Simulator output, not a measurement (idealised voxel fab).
Module name: voxel lift off (process module)
Section cut is 215 nm wide and gridded with 5 nm square cells.
Cross-section, as written here: a square-cell grid given band by band from the top down, where a band holds one or more rows of cells.
Within each band entry, the heights of the top and of the bottom of the band appear first, in that order and in nm; the materials of the band then follow from left to right, each with its corresponding width in nm. The designation "everywhere" on a single material indicates that it fills the band from edge to edge; the designation "empty" indicates empty space.
Heights are measured from 0, the level below which the as-received wafer is all one material; the lowest band has no bottom and continues downward, written as in "0 nm and below".
Width spec "30->40" -> top row of cells at first value, bottom row at second value, equal per-row change in between.
No cell of the cross-section changed in a step that is given as "everything unchanged".
The entry titled "Sealed internal cavities" provides the empty spaces that have no open way to the top, restricted to those of 8 cells or more. Each is presented as width x height at distance, the distance being measured from the left edge, with all three in nm.
Note: text after step settings on the step line = simulator remark on that step.
Steps that use a mask can have "overlay nm" on their line. It says how far the mask sat to the right of where it was meant to be. Negative means to the left.
These are the steps we planned for the process
1) RECEIVE with material Si
2) CONFORMAL_DEP with material SiN, thk nm 5
3) PATTERN with tone open, mask id LINES, material resist, width nm 20, pitch nm 45, thk nm 20, overlay nm 0
4) DIRECTIONAL_DEP with material Ru, thk nm 5
5) STRIP with etch materials resist
6) CONFORMAL_DEP with material SiCN, thk nm 5
As received (post step 1): cross-section
    0 nm and below  Si everywhere
    Sealed internal cavities: none
Look at the cross-section after the module: the wafer started out the way shown above and the plan was the one shown above, yet one mistake was made along the way
    15 nm to 10 nm  empty: 35 | SiCN: 30 | empty: 15 | SiCN: 30 | empty: 15 | SiCN: 30 | empty: 60
    10 nm to 5 nm  SiCN: 40 | Ru: 20 | SiCN: 25 | Ru: 20 | SiCN: 25 | Ru: 20 | SiCN: 65
    5 nm to 0 nm  SiN everywhere
    0 nm and below  Si everywhere
    Sealed internal cavities: none
Plan not followed: in deviation from the planned setting, step 3 was conducted as PATTERN with tone open, mask id LINES, material resist, width nm 20, pitch nm 45, thk nm 20, overlay nm -10
